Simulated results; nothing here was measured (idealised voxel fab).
A process module follows: voxel self aligned contacts.
The cross-section shown here is cut; it is 210 nm wide and divided into square cells measuring 5 nm on a side.
Format of a cross-section: grid, square cells. Given as bands. Order: top down. Band: one or more rows of cells. Basically the band line says how high the top is and how high the bottom is, in nm, and then what's in it from left to right, every material with its width in nm. Empty space shows up as "empty", and if a single material carries "all across" it runs the full band edge to edge. Heights are measured from 0, the level below which the as-received wafer is all one material; the lowest band has no bottom and continues downward, written as in "0..down". The expression "30..40" gives the width at the extremes of the band, the first number at its top row of cells and the second at its bottom row, with the width changing by equal amounts from each row to the next in between. Reading "no modifications" for a step: not a cell of the cross-section changed in it. Each empty space that has no open way to the top and spans at least 8 cells appears under "Fully sealed cavities" as width x height at distance, the distance counted from the left edge, all in nm. Where a step's line continues beyond its settings, the continuation is a remark by the simulator itself on that step. Each step line may optionally specify "overlay nm", which for a step with a mask gives the rightward distance between the mask's planned place and where it lay, a negative value indicating the leftward direction. Pairs from here to the end. Each: cross-section before one process step, cross-section after it, the latter only as far down as the lowest band that changed. Under each: the step between, and its settings. Mind that the pairs may be taken from different runs of this module on the same starting wafer; whether a pair continues from the pair above depends on its entry headed "Preceding state", and it does only where that entry says so.
## Preceding state
  0..down: Si all across
  Fully sealed cavities: none
## Resulting Cross-Section
  5..0: SiO2 all across
  For the remainder of the cross-section, below 0, there is no change.
  Fully sealed cavities: none
Step sandwiched between the two cross-sections above: CONFORMAL_DEP,material SiO2,thk nm 5
Preceding state: For the state before this step, see the after cross-section of the pair located directly above.
## Resulting Cross-Section
  25..5: polySi all across
  For the remainder of the cross-section, below 5, there is no change.
  Fully sealed cavities: none
Step sandwiched between the two cross-sections above: DIRECTIONAL_DEP,material polySi,thk nm 20
Preceding state: For the state before this step, see the after cross-section of the pair located directly above.
## Resulting Cross-Section
  40..25: SiN all across
  For the remainder of the cross-section, below 25, there is no change.
  Fully sealed cavities: none
Step sandwiched between the two cross-sections above: DIRECTIONAL_DEP,material SiN,thk nm 15
Preceding state: For the state before this step, see the after cross-section of the pair located directly above.
## Resulting Cross-Section
  50..40: aC all across
  For the remainder of the cross-section, below 40, there is no change.
  Fully sealed cavities: none
Step sandwiched between the two cross-sections above: DIRECTIONAL_DEP,material aC,thk nm 10
Preceding state: For the state before this step, see the after cross-section of the pair located directly above.
## Resulting Cross-Section
  75..50: 55 nm empty; 35 nm resist; 25 nm empty; 35 nm resist; 60 nm empty
  For the remainder of the cross-section, below 50, there is no change.
  Fully sealed cavities: none
Step sandwiched between the two cross-sections above: PATTERN,tone cover,mask id GATE,material resist,width nm 35,pitch nm 60,thk nm 25,overlay nm 0
Preceding state: For the state before this step, see the after cross-section of the pair located directly above.
## Resulting Cross-Section
  65..50: 55 nm empty; 35 nm resist; 25 nm empty; 35 nm resist; 60 nm empty
  50..40: 55 nm empty; 35 nm aC; 25 nm empty; 35 nm aC; 60 nm empty
  For the remainder of the cross-section, below 40, there is no change.
  Fully sealed cavities: none
Step sandwiched between the two cross-sections above: DIRECTIONAL_ETCH,etch materials aC,depth nm 10
Preceding state: For the state before this step, see the after cross-section of the pair located directly above.
## Resulting Cross-Section
  50..40: 55 nm empty; 35 nm aC; 25 nm empty; 35 nm aC; 60 nm empty
  For the remainder of the cross-section, below 40, there is no change.
  Fully sealed cavities: none
Step sandwiched between the two cross-sections above: STRIP,etch materials resist
Preceding state: For the state before this step, see the after cross-section of the pair located directly above.
## Resulting Cross-Section
  50..40: 55 nm empty; 35 nm aC; 25 nm empty; 35 nm aC; 60 nm empty
  40..25: 55 nm empty; 35 nm SiN; 25 nm empty; 35 nm SiN; 60 nm empty
  For the remainder of the cross-section, below 25, there is no change.
  Fully sealed cavities: none
Step sandwiched between the two cross-sections above: DIRECTIONAL_ETCH,etch materials SiN,depth nm 15
Preceding state: For the state before this step, see the after cross-section of the pair located directly above.
## Resulting Cross-Section
  50..40: 55 nm empty; 35 nm aC; 25 nm empty; 35 nm aC; 60 nm empty
  40..25: 55 nm empty; 35 nm SiN; 25 nm empty; 35 nm SiN; 60 nm empty
  25..5: 55 nm empty; 35 nm polySi; 25 nm empty; 35 nm polySi; 60 nm empty
  For the remainder of the cross-section, below 5, there is no change.
  Fully sealed cavities: none
Step sandwiched between the two cross-sections above: DIRECTIONAL_ETCH,etch materials polySi,depth nm 20
Preceding state: For the state before this step, see the after cross-section of the pair located directly above.
## Resulting Cross-Section
  40..25: 55 nm empty; 35 nm SiN; 25 nm empty; 35 nm SiN; 60 nm empty
  For the remainder of the cross-section, below 25, there is no change.
  Fully sealed cavities: none
Step sandwiched between the two cross-sections above: STRIP,etch materials aC
Preceding state: For the state before this step, see the after cross-section of the pair located directly above.
## Resulting Cross-Section
  45..25: 50 nm empty; 45 nm SiN; 15 nm empty; 45 nm SiN; 55 nm empty
  25..10: 50 nm empty; 5 nm SiN; 35 nm polySi; 5 nm SiN; 15 nm empty; 5 nm SiN; 35 nm polySi; 5 nm SiN; 55 nm empty
  10..5: 55 nm SiN; 35 nm polySi; 25 nm SiN; 35 nm polySi; 60 nm SiN
  For the remainder of the cross-section, below 5, there is no change.
  Fully sealed cavities: none
Step sandwiched between the two cross-sections above: CONFORMAL_DEP,material SiN,thk nm 5
Preceding state: For the state before this step, see the after cross-section of the pair located directly above.
## Resulting Cross-Section
  40..25: 50 nm empty; 45 nm SiN; 15 nm empty; 45 nm SiN; 55 nm empty
  25..5: 50 nm empty; 5 nm SiN; 35 nm polySi; 5 nm SiN; 15 nm empty; 5 nm SiN; 35 nm polySi; 5 nm SiN; 55 nm empty
  For the remainder of the cross-section, below 5, there is no change.
  Fully sealed cavities: none
Step sandwiched between the two cross-sections above: DIRECTIONAL_ETCH,etch materials SiN,depth nm 5
Preceding state: For the state before this step, see the after cross-section of the pair located directly above.
## Resulting Cross-Section
  50..40: SiO2 all across
  40..25: 50 nm SiO2; 45 nm SiN; 15 nm SiO2; 45 nm SiN; 55 nm SiO2
  25..5: 50 nm SiO2; 5 nm SiN; 35 nm polySi; 5 nm SiN; 15 nm SiO2; 5 nm SiN; 35 nm polySi; 5 nm SiN; 55 nm SiO2
  For the remainder of the cross-section, below 5, there is no change.
  Fully sealed cavities: none
Step sandwiched between the two cross-sections above: FILL_DEP,material SiO2,thk nm 10
Preceding state: For the state before this step, see the after cross-section of the pair located directly above.
## Resulting Cross-Section
  45..40: SiO2 all across
  For the remainder of the cross-section, below 40, there is no change.
  Fully sealed cavities: none
Step sandwiched between the two cross-sections above: CMP,height nm 45
Preceding state: For the state before this step, see the after cross-section of the pair located directly above.
## Resulting Cross-Section
  60..45: 85 nm resist; 35 nm empty; 90 nm resist
  For the remainder of the cross-section, below 45, there is no change.
  Fully sealed cavities: none
Step sandwiched between the two cross-sections above: PATTERN,tone open,mask id CONTACT,material resist,width nm 35,thk nm 15,overlay nm 0
Preceding state: For the state before this step, see the after cross-section of the pair located directly above.
## Resulting Cross-Section
  60..45: 85 nm resist; 35 nm empty; 90 nm resist
  45..40: 85 nm SiO2; 35 nm empty; 90 nm SiO2
  40..25: 50 nm SiO2; 45 nm SiN; 15 nm empty; 45 nm SiN; 55 nm SiO2
  25..5: 50 nm SiO2; 5 nm SiN; 35 nm polySi; 5 nm SiN; 15 nm empty; 5 nm SiN; 35 nm polySi; 5 nm SiN; 55 nm SiO2
  5..0: 95 nm SiO2; 15 nm empty; 100 nm SiO2
  For the remainder of the cross-section, below 0, there is no change.
  Fully sealed cavities: none
Step sandwiched between the two cross-sections above: DIRECTIONAL_ETCH,etch materials SiO2,depth nm 45
Preceding state: For the state before this step, see the after cross-section of the pair located directly above.
## Resulting Cross-Section
  45..40: 85 nm SiO2; 35 nm empty; 90 nm SiO2
  For the remainder of the cross-section, below 40, there is no change.
  Fully sealed cavities: none
Step sandwiched between the two cross-sections above: STRIP,etch materials resist
Preceding state: For the state before this step, see the after cross-section of the pair located directly above.
## Resulting Cross-Section
  50..45: 90 nm TiN; 25 nm empty; 95 nm TiN
  45..40: 85 nm SiO2; 15 nm TiN; 5 nm empty; 15 nm TiN; 90 nm SiO2
  40..25: 50 nm SiO2; 45 nm SiN; 5 nm TiN; 5 nm empty; 5 nm TiN; 45 nm SiN; 55 nm SiO2
  25..5: 50 nm SiO2; 5 nm SiN; 35 nm polySi; 5 nm SiN; 5 nm TiN; 5 nm empty; 5 nm TiN; 5 nm SiN; 35 nm polySi; 5 nm SiN; 55 nm SiO2
  5..0: 95 nm SiO2; 15 nm TiN; 100 nm SiO2
  For the remainder of the cross-section, below 0, there is no change.
  Fully sealed cavities: none
Step sandwiched between the two cross-sections above: CONFORMAL_DEP,material TiN,thk nm 5
Preceding state: For the state before this step, see the after cross-section of the pair located directly above.
## Resulting Cross-Section
  60..50: W all across
  50..45: 90 nm TiN; 25 nm W; 95 nm TiN
  45..40: 85 nm SiO2; 15 nm TiN; 5 nm W; 15 nm TiN; 90 nm SiO2
  40..25: 50 nm SiO2; 45 nm SiN; 5 nm TiN; 5 nm W; 5 nm TiN; 45 nm SiN; 55 nm SiO2
  25..5: 50 nm SiO2; 5 nm SiN; 35 nm polySi; 5 nm SiN; 5 nm TiN; 5 nm W; 5 nm TiN; 5 nm SiN; 35 nm polySi; 5 nm SiN; 55 nm SiO2
  For the remainder of the cross-section, below 5, there is no change.
  Fully sealed cavities: none
Step sandwiched between the two cross-sections above: FILL_DEP,material W,thk nm 10
Preceding state: For the state before this step, see the after cross-section of the pair located directly above.
## Resulting Cross-Section
  45..40: 85 nm SiO2; 15 nm TiN; 5 nm W; 15 nm TiN; 90 nm SiO2
  For the remainder of the cross-section, below 40, there is no change.
  Fully sealed cavities: none
Step sandwiched between the two cross-sections above: CMP,height nm 45
Preceding state: For the state before this step, see the after cross-section of the pair located directly above.
## Resulting Cross-Section
  50..45: SiCN all across
  For the remainder of the cross-section, below 45, there is no change.
  Fully sealed cavities: none
Step sandwiched between the two cross-sections above: CONFORMAL_DEP,material SiCN,thk nm 5
## Preceding state
  60..50: W all across
  50..45: 90 nm TiN; 25 nm W; 95 nm TiN
  45..40: 85 nm SiO2; 15 nm TiN; 5 nm W; 15 nm TiN; 90 nm SiO2
  40..25: 50 nm SiO2; 45 nm SiN; 5 nm TiN; 5 nm W; 5 nm TiN; 45 nm SiN; 55 nm SiO2
  25..5: 50 nm SiO2; 5 nm SiN; 35 nm polySi; 5 nm SiN; 5 nm TiN; 5 nm W; 5 nm TiN; 5 nm SiN; 35 nm polySi; 5 nm SiN; 55 nm SiO2
  5..0: 95 nm SiO2; 15 nm TiN; 100 nm SiO2
  0..down: Si all across
  Fully sealed cavities: none
## Resulting Cross-Section
  65..60: SiCN all across
  For the remainder of the cross-section, below 60, there is no change.
  Fully sealed cavities: none
Step sandwiched between the two cross-sections above: CONFORMAL_DEP,material SiCN,thk nm 5
## Preceding state
  40..25: SiN all across
  25..5: polySi all across
  5..0: SiO2 all across
  0..down: Si all across
  Fully sealed cavities: none
## Resulting Cross-Section
  55..25: SiN all across
  For the remainder of the cross-section, below 25, there is no change.
  Fully sealed cavities: none
Step sandwiched between the two cross-sections above: DIRECTIONAL_DEP,material SiN,thk nm 15
Preceding state: For the state before this step, see the after cross-section of the pair located directly above.
## Resulting Cross-Section
  65..55: aC all across
  For the remainder of the cross-section, below 55, there is no change.
  Fully sealed cavities: none
Step sandwiched between the two cross-sections above: DIRECTIONAL_DEP,material aC,thk nm 10
Preceding state: For the state before this step, see the after cross-section of the pair located directly above.
## Resulting Cross-Section
  90..65: 55 nm empty; 35 nm resist; 25 nm empty; 35 nm resist; 60 nm empty
  For the remainder of the cross-section, below 65, there is no change.
  Fully sealed cavities: none
Step sandwiched between the two cross-sections above: PATTERN,tone cover,mask id GATE,material resist,width nm 35,pitch nm 60,thk nm 25,overlay nm 0
Preceding state: For the state before this step, see the after cross-section of the pair located directly above.
## Resulting Cross-Section
  80..65: 55 nm empty; 35 nm resist; 25 nm empty; 35 nm resist; 60 nm empty
  65..55: 55 nm empty; 35 nm aC; 25 nm empty; 35 nm aC; 60 nm empty
  For the remainder of the cross-section, below 55, there is no change.
  Fully sealed cavities: none
Step sandwiched between the two cross-sections above: DIRECTIONAL_ETCH,etch materials aC,depth nm 10
Preceding state: For the state before this step, see the after cross-section of the pair located directly above.
## Resulting Cross-Section
  65..55: 55 nm empty; 35 nm aC; 25 nm empty; 35 nm aC; 60 nm empty
  For the remainder of the cross-section, below 55, there is no change.
  Fully sealed cavities: none
Step sandwiched between the two cross-sections above: STRIP,etch materials resist
Preceding state: For the state before this step, see the after cross-section of the pair located directly above.
## Resulting Cross-Section
  65..55: 55 nm empty; 35 nm aC; 25 nm empty; 35 nm aC; 60 nm empty
  55..40: 55 nm empty; 35 nm SiN; 25 nm empty; 35 nm SiN; 60 nm empty
  For the remainder of the cross-section, below 40, there is no change.
  Fully sealed cavities: none
Step sandwiched between the two cross-sections above: DIRECTIONAL_ETCH,etch materials SiN,depth nm 15
Preceding state: For the state before this step, see the after cross-section of the pair located directly above.
## Resulting Cross-Section
  55..40: 55 nm empty; 35 nm SiN; 25 nm empty; 35 nm SiN; 60 nm empty
  For the remainder of the cross-section, below 40, there is no change.
  Fully sealed cavities: none
Step sandwiched between the two cross-sections above: STRIP,etch materials aC
Preceding state: For the state before this step, see the after cross-section of the pair located directly above.
## Resulting Cross-Section
  60..45: 50 nm empty; 45 nm SiN; 15 nm empty; 45 nm SiN; 55 nm empty
  45..25: SiN all across
  For the remainder of the cross-section, below 25, there is no change.
  Fully sealed cavities: none
Step sandwiched between the two cross-sections above: CONFORMAL_DEP,material SiN,thk nm 5
Preceding state: For the state before this step, see the after cross-section of the pair located directly above.
## Resulting Cross-Section
  55..40: 50 nm empty; 45 nm SiN; 15 nm empty; 45 nm SiN; 55 nm empty
  For the remainder of the cross-section, below 40, there is no change.
  Fully sealed cavities: none
Step sandwiched between the two cross-sections above: DIRECTIONAL_ETCH,etch materials SiN,depth nm 5
Preceding state: For the state before this step, see the after cross-section of the pair located directly above.
## Resulting Cross-Section
  65..55: SiO2 all across
  55..40: 50 nm SiO2; 45 nm SiN; 15 nm SiO2; 45 nm SiN; 55 nm SiO2
  For the remainder of the cross-section, below 40, there is no change.
  Fully sealed cavities: none
Step sandwiched between the two cross-sections above: FILL_DEP,material SiO2,thk nm 10
Preceding state: For the state before this step, see the after cross-section of the pair located directly above.
## Resulting Cross-Section
  45..40: 50 nm SiO2; 45 nm SiN; 15 nm SiO2; 45 nm SiN; 55 nm SiO2
  For the remainder of the cross-section, below 40, there is no change.
  Fully sealed cavities: none
Step sandwiched between the two cross-sections above: CMP,height nm 45
Preceding state: For the state before this step, see the after cross-section of the pair located directly above.
## Resulting Cross-Section
  60..45: 85 nm resist; 35 nm empty; 90 nm resist
  For the remainder of the cross-section, below 45, there is no change.
  Fully sealed cavities: none
Step sandwiched between the two cross-sections above: PATTERN,tone open,mask id CONTACT,material resist,width nm 35,thk nm 15,overlay nm 0
Preceding state: For the state before this step, see the after cross-section of the pair located directly above.
## Resulting Cross-Section
  60..45: 85 nm resist; 35 nm empty; 90 nm resist
  45..40: 50 nm SiO2; 45 nm SiN; 15 nm empty; 45 nm SiN; 55 nm SiO2
  For the remainder of the cross-section, below 40, there is no change.
  Fully sealed cavities: none
Step sandwiched between the two cross-sections above: DIRECTIONAL_ETCH,etch materials SiO2,depth nm 45
Preceding state: For the state before this step, see the after cross-section of the pair located directly above.
## Resulting Cross-Section
  45..40: 50 nm SiO2; 45 nm SiN; 15 nm empty; 45 nm SiN; 55 nm SiO2
  For the remainder of the cross-section, below 40, there is no change.
  Fully sealed cavities: none
Step sandwiched between the two cross-sections above: STRIP,etch materials resist
Preceding state: For the state before this step, see the after cross-section of the pair located directly above.
## Resulting Cross-Section
  50..45: 100 nm TiN; 5 nm empty; 105 nm TiN
  45..40: 50 nm SiO2; 45 nm SiN; 15 nm TiN; 45 nm SiN; 55 nm SiO2
  For the remainder of the cross-section, below 40, there is no change.
  Fully sealed cavities: none
Step sandwiched between the two cross-sections above: CONFORMAL_DEP,material TiN,thk nm 5
Preceding state: For the state before this step, see the after cross-section of the pair located directly above.
## Resulting Cross-Section
  60..50: W all across
  50..45: 100 nm TiN; 5 nm W; 105 nm TiN
  For the remainder of the cross-section, below 45, there is no change.
  Fully sealed cavities: none
Step sandwiched between the two cross-sections above: FILL_DEP,material W,thk nm 10
Preceding state: For the state before this step, see the after cross-section of the pair located directly above.
## Resulting Cross-Section
  45..40: 50 nm SiO2; 45 nm SiN; 15 nm TiN; 45 nm SiN; 55 nm SiO2
  For the remainder of the cross-section, below 40, there is no change.
  Fully sealed cavities: none
Step sandwiched between the two cross-sections above: CMP,height nm 45
Preceding state: For the state before this step, see the after cross-section of the pair located directly above.
## Resulting Cross-Section
  50..45: SiCN all across
  For the remainder of the cross-section, below 45, there is no change.
  Fully sealed cavities: none
Step sandwiched between the two cross-sections above: CONFORMAL_DEP,material SiCN,thk nm 5
## Preceding state
  0..down: Si all across
  Fully sealed cavities: none
## Resulting Cross-Section
  20..0: polySi all across
  For the remainder of the cross-section, below 0, there is no change.
  Fully sealed cavities: none
Step sandwiched between the two cross-sections above: DIRECTIONAL_DEP,material polySi,thk nm 20
Preceding state: For the state before this step, see the after cross-section of the pair located directly above.
## Resulting Cross-Section
  25..20: SiO2 all across
  For the remainder of the cross-section, below 20, there is no change.
  Fully sealed cavities: none
Step sandwiched between the two cross-sections above: CONFORMAL_DEP,material SiO2,thk nm 5
Preceding state: For the state before this step, see the after cross-section of the pair located directly above.
## Resulting Cross-Section
  40..25: SiN all across
  For the remainder of the cross-section, below 25, there is no change.
  Fully sealed cavities: none
Step sandwiched between the two cross-sections above: DIRECTIONAL_DEP,material SiN,thk nm 15
Preceding state: For the state before this step, see the after cross-section of the pair located directly above.
## Resulting Cross-Section
  50..40: aC all across
  For the remainder of the cross-section, below 40, there is no change.
  Fully sealed cavities: none
Step sandwiched between the two cross-sections above: DIRECTIONAL_DEP,material aC,thk nm 10
Preceding state: For the state before this step, see the after cross-section of the pair located directly above.
## Resulting Cross-Section
  75..50: 55 nm empty; 35 nm resist; 25 nm empty; 35 nm resist; 60 nm empty
  For the remainder of the cross-section, below 50, there is no change.
  Fully sealed cavities: none
Step sandwiched between the two cross-sections above: PATTERN,tone cover,mask id GATE,material resist,width nm 35,pitch nm 60,thk nm 25,overlay nm 0
Preceding state: For the state before this step, see the after cross-section of the pair located directly above.
## Resulting Cross-Section
  65..50: 55 nm empty; 35 nm resist; 25 nm empty; 35 nm resist; 60 nm empty
  50..40: 55 nm empty; 35 nm aC; 25 nm empty; 35 nm aC; 60 nm empty
  For the remainder of the cross-section, below 40, there is no change.
  Fully sealed cavities: none
Step sandwiched between the two cross-sections above: DIRECTIONAL_ETCH,etch materials aC,depth nm 10
Preceding state: For the state before this step, see the after cross-section of the pair located directly above.
## Resulting Cross-Section
  50..40: 55 nm empty; 35 nm aC; 25 nm empty; 35 nm aC; 60 nm empty
  For the remainder of the cross-section, below 40, there is no change.
  Fully sealed cavities: none
Step sandwiched between the two cross-sections above: STRIP,etch materials resist
Preceding state: For the state before this step, see the after cross-section of the pair located directly above.
## Resulting Cross-Section
  50..40: 55 nm empty; 35 nm aC; 25 nm empty; 35 nm aC; 60 nm empty
  40..25: 55 nm empty; 35 nm SiN; 25 nm empty; 35 nm SiN; 60 nm empty
  For the remainder of the cross-section, below 25, there is no change.
  Fully sealed cavities: none
Step sandwiched between the two cross-sections above: DIRECTIONAL_ETCH,etch materials SiN,depth nm 15
Preceding state: For the state before this step, see the after cross-section of the pair located directly above.
## Resulting Cross-Section
  40..25: 55 nm empty; 35 nm SiN; 25 nm empty; 35 nm SiN; 60 nm empty
  For the remainder of the cross-section, below 25, there is no change.
  Fully sealed cavities: none
Step sandwiched between the two cross-sections above: STRIP,etch materials aC
Preceding state: For the state before this step, see the after cross-section of the pair located directly above.
## Resulting Cross-Section
  45..30: 50 nm empty; 45 nm SiN; 15 nm empty; 45 nm SiN; 55 nm empty
  30..25: SiN all across
  For the remainder of the cross-section, below 25, there is no change.
  Fully sealed cavities: none
Step sandwiched between the two cross-sections above: CONFORMAL_DEP,material SiN,thk nm 5
Preceding state: For the state before this step, see the after cross-section of the pair located directly above.
## Resulting Cross-Section
  40..25: 50 nm empty; 45 nm SiN; 15 nm empty; 45 nm SiN; 55 nm empty
  For the remainder of the cross-section, below 25, there is no change.
  Fully sealed cavities: none
Step sandwiched between the two cross-sections above: DIRECTIONAL_ETCH,etch materials SiN,depth nm 5
Preceding state: For the state before this step, see the after cross-section of the pair located directly above.
## Resulting Cross-Section
  50..40: SiO2 all across
  40..25: 50 nm SiO2; 45 nm SiN; 15 nm SiO2; 45 nm SiN; 55 nm SiO2
  For the remainder of the cross-section, below 25, there is no change.
  Fully sealed cavities: none
Step sandwiched between the two cross-sections above: FILL_DEP,material SiO2,thk nm 10
Preceding state: For the state before this step, see the after cross-section of the pair located directly above.
## Resulting Cross-Section
  45..40: SiO2 all across
  For the remainder of the cross-section, below 40, there is no change.
  Fully sealed cavities: none
Step sandwiched between the two cross-sections above: CMP,height nm 45
Preceding state: For the state before this step, see the after cross-section of the pair located directly above.
## Resulting Cross-Section
  60..45: 85 nm resist; 35 nm empty; 90 nm resist
  For the remainder of the cross-section, below 45, there is no change.
  Fully sealed cavities: none
Step sandwiched between the two cross-sections above: PATTERN,tone open,mask id CONTACT,material resist,width nm 35,thk nm 15,overlay nm 0
Preceding state: For the state before this step, see the after cross-section of the pair located directly above.
## Resulting Cross-Section
  60..45: 85 nm resist; 35 nm empty; 90 nm resist
  45..40: 85 nm SiO2; 35 nm empty; 90 nm SiO2
  40..25: 50 nm SiO2; 45 nm SiN; 15 nm empty; 45 nm SiN; 55 nm SiO2
  25..20: 95 nm SiO2; 15 nm empty; 100 nm SiO2
  For the remainder of the cross-section, below 20, there is no change.
  Fully sealed cavities: none
Step sandwiched between the two cross-sections above: DIRECTIONAL_ETCH,etch materials SiO2,depth nm 45
Preceding state: For the state before this step, see the after cross-section of the pair located directly above.
## Resulting Cross-Section
  45..40: 85 nm SiO2; 35 nm empty; 90 nm SiO2
  For the remainder of the cross-section, below 40, there is no change.
  Fully sealed cavities: none
Step sandwiched between the two cross-sections above: STRIP,etch materials resist
Preceding state: For the state before this step, see the after cross-section of the pair located directly above.
## Resulting Cross-Section
  50..45: 90 nm TiN; 25 nm empty; 95 nm TiN
  45..40: 85 nm SiO2; 15 nm TiN; 5 nm empty; 15 nm TiN; 90 nm SiO2
  40..25: 50 nm SiO2; 45 nm SiN; 5 nm TiN; 5 nm empty; 5 nm TiN; 45 nm SiN; 55 nm SiO2
  25..20: 95 nm SiO2; 15 nm TiN; 100 nm SiO2
  For the remainder of the cross-section, below 20, there is no change.
  Fully sealed cavities: none
Step sandwiched between the two cross-sections above: CONFORMAL_DEP,material TiN,thk nm 5
Preceding state: For the state before this step, see the after cross-section of the pair located directly above.
## Resulting Cross-Section
  60..50: W all across
  50..45: 90 nm TiN; 25 nm W; 95 nm TiN
  45..40: 85 nm SiO2; 15 nm TiN; 5 nm W; 15 nm TiN; 90 nm SiO2
  40..25: 50 nm SiO2; 45 nm SiN; 5 nm TiN; 5 nm W; 5 nm TiN; 45 nm SiN; 55 nm SiO2
  For the remainder of the cross-section, below 25, there is no change.
  Fully sealed cavities: none
Step sandwiched between the two cross-sections above: FILL_DEP,material W,thk nm 10
Preceding state: For the state before this step, see the after cross-section of the pair located directly above.
## Resulting Cross-Section
  45..40: 85 nm SiO2; 15 nm TiN; 5 nm W; 15 nm TiN; 90 nm SiO2
  For the remainder of the cross-section, below 40, there is no change.
  Fully sealed cavities: none
Step sandwiched between the two cross-sections above: CMP,height nm 45
Preceding state: For the state before this step, see the after cross-section of the pair located directly above.
## Resulting Cross-Section
  50..45: SiCN all across
  For the remainder of the cross-section, below 45, there is no change.
  Fully sealed cavities: none
Step sandwiched between the two cross-sections above: CONFORMAL_DEP,material SiCN,thk nm 5
## Preceding state
  5..0: SiO2 all across
  0..down: Si all across
  Fully sealed cavities: none
## Resulting Cross-Section
  30..5: polySi all across
  For the remainder of the cross-section, below 5, there is no change.
  Fully sealed cavities: none
Step sandwiched between the two cross-sections above: DIRECTIONAL_DEP,material polySi,thk nm 25
Preceding state: For the state before this step, see the after cross-section of the pair located directly above.
## Resulting Cross-Section
  45..30: SiN all across
  For the remainder of the cross-section, below 30, there is no change.
  Fully sealed cavities: none
Step sandwiched between the two cross-sections above: DIRECTIONAL_DEP,material SiN,thk nm 15
Preceding state: For the state before this step, see the after cross-section of the pair located directly above.
## Resulting Cross-Section
  55..45: aC all across
  For the remainder of the cross-section, below 45, there is no change.
  Fully sealed cavities: none
Step sandwiched between the two cross-sections above: DIRECTIONAL_DEP,material aC,thk nm 10
Preceding state: For the state before this step, see the after cross-section of the pair located directly above.
## Resulting Cross-Section
  80..55: 55 nm empty; 35 nm resist; 25 nm empty; 35 nm resist; 60 nm empty
  For the remainder of the cross-section, below 55, there is no change.
  Fully sealed cavities: none
Step sandwiched between the two cross-sections above: PATTERN,tone cover,mask id GATE,material resist,width nm 35,pitch nm 60,thk nm 25,overlay nm 0
Preceding state: For the state before this step, see the after cross-section of the pair located directly above.
## Resulting Cross-Section
  70..55: 55 nm empty; 35 nm resist; 25 nm empty; 35 nm resist; 60 nm empty
  55..45: 55 nm empty; 35 nm aC; 25 nm empty; 35 nm aC; 60 nm empty
  For the remainder of the cross-section, below 45, there is no change.
  Fully sealed cavities: none
Step sandwiched between the two cross-sections above: DIRECTIONAL_ETCH,etch materials aC,depth nm 10
Preceding state: For the state before this step, see the after cross-section of the pair located directly above.
## Resulting Cross-Section
  55..45: 55 nm empty; 35 nm aC; 25 nm empty; 35 nm aC; 60 nm empty
  For the remainder of the cross-section, below 45, there is no change.
  Fully sealed cavities: none
Step sandwiched between the two cross-sections above: STRIP,etch materials resist
Preceding state: For the state before this step, see the after cross-section of the pair located directly above.
## Resulting Cross-Section
  55..45: 55 nm empty; 35 nm aC; 25 nm empty; 35 nm aC; 60 nm empty
  45..30: 55 nm empty; 35 nm SiN; 25 nm empty; 35 nm SiN; 60 nm empty
  For the remainder of the cross-section, below 30, there is no change.
  Fully sealed cavities: none
Step sandwiched between the two cross-sections above: DIRECTIONAL_ETCH,etch materials SiN,depth nm 15
Preceding state: For the state before this step, see the after cross-section of the pair located directly above.
## Resulting Cross-Section
  55..45: 55 nm empty; 35 nm aC; 25 nm empty; 35 nm aC; 60 nm empty
  45..30: 55 nm empty; 35 nm SiN; 25 nm empty; 35 nm SiN; 60 nm empty
  30..10: 55 nm empty; 35 nm polySi; 25 nm empty; 35 nm polySi; 60 nm empty
  For the remainder of the cross-section, below 10, there is no change.
  Fully sealed cavities: none
Step sandwiched between the two cross-sections above: DIRECTIONAL_ETCH,etch materials polySi,depth nm 20
Preceding state: For the state before this step, see the after cross-section of the pair located directly above.
## Resulting Cross-Section
  45..30: 55 nm empty; 35 nm SiN; 25 nm empty; 35 nm SiN; 60 nm empty
  For the remainder of the cross-section, below 30, there is no change.
  Fully sealed cavities: none
Step sandwiched between the two cross-sections above: STRIP,etch materials aC
Preceding state: For the state before this step, see the after cross-section of the pair located directly above.
## Resulting Cross-Section
  50..30: 50 nm empty; 45 nm SiN; 15 nm empty; 45 nm SiN; 55 nm empty
  30..15: 50 nm empty; 5 nm SiN; 35 nm polySi; 5 nm SiN; 15 nm empty; 5 nm SiN; 35 nm polySi; 5 nm SiN; 55 nm empty
  15..10: 55 nm SiN; 35 nm polySi; 25 nm SiN; 35 nm polySi; 60 nm SiN
  For the remainder of the cross-section, below 10, there is no change.
  Fully sealed cavities: none
Step sandwiched between the two cross-sections above: CONFORMAL_DEP,material SiN,thk nm 5
Preceding state: For the state before this step, see the after cross-section of the pair located directly above.
## Resulting Cross-Section
  45..30: 50 nm empty; 45 nm SiN; 15 nm empty; 45 nm SiN; 55 nm empty
  30..10: 50 nm empty; 5 nm SiN; 35 nm polySi; 5 nm SiN; 15 nm empty; 5 nm SiN; 35 nm polySi; 5 nm SiN; 55 nm empty
  For the remainder of the cross-section, below 10, there is no change.
  Fully sealed cavities: none
Step sandwiched between the two cross-sections above: DIRECTIONAL_ETCH,etch materials SiN,depth nm 5
Preceding state: For the state before this step, see the after cross-section of the pair located directly above.
## Resulting Cross-Section
  55..45: SiO2 all across
  45..30: 50 nm SiO2; 45 nm SiN; 15 nm SiO2; 45 nm SiN; 55 nm SiO2
  30..10: 50 nm SiO2; 5 nm SiN; 35 nm polySi; 5 nm SiN; 15 nm SiO2; 5 nm SiN; 35 nm polySi; 5 nm SiN; 55 nm SiO2
  For the remainder of the cross-section, below 10, there is no change.
  Fully sealed cavities: none
Step sandwiched between the two cross-sections above: FILL_DEP,material SiO2,thk nm 10
Preceding state: For the state before this step, see the after cross-section of the pair located directly above.
## Resulting Cross-Section
  45..30: 50 nm SiO2; 45 nm SiN; 15 nm SiO2; 45 nm SiN; 55 nm SiO2
  For the remainder of the cross-section, below 30, there is no change.
  Fully sealed cavities: none
Step sandwiched between the two cross-sections above: CMP,height nm 45
Preceding state: For the state before this step, see the after cross-section of the pair located directly above.
## Resulting Cross-Section
  60..45: 85 nm resist; 35 nm empty; 90 nm resist
  For the remainder of the cross-section, below 45, there is no change.
  Fully sealed cavities: none
Step sandwiched between the two cross-sections above: PATTERN,tone open,mask id CONTACT,material resist,width nm 35,thk nm 15,overlay nm 0
Preceding state: For the state before this step, see the after cross-section of the pair located directly above.
## Resulting Cross-Section
  60..45: 85 nm resist; 35 nm empty; 90 nm resist
  45..30: 50 nm SiO2; 45 nm SiN; 15 nm empty; 45 nm SiN; 55 nm SiO2
  30..10: 50 nm SiO2; 5 nm SiN; 35 nm polySi; 5 nm SiN; 15 nm empty; 5 nm SiN; 35 nm polySi; 5 nm SiN; 55 nm SiO2
  For the remainder of the cross-section, below 10, there is no change.
  Fully sealed cavities: none
Step sandwiched between the two cross-sections above: DIRECTIONAL_ETCH,etch materials SiO2,depth nm 45
Preceding state: For the state before this step, see the after cross-section of the pair located directly above.
## Resulting Cross-Section
  45..30: 50 nm SiO2; 45 nm SiN; 15 nm empty; 45 nm SiN; 55 nm SiO2
  For the remainder of the cross-section, below 30, there is no change.
  Fully sealed cavities: none
Step sandwiched between the two cross-sections above: STRIP,etch materials resist
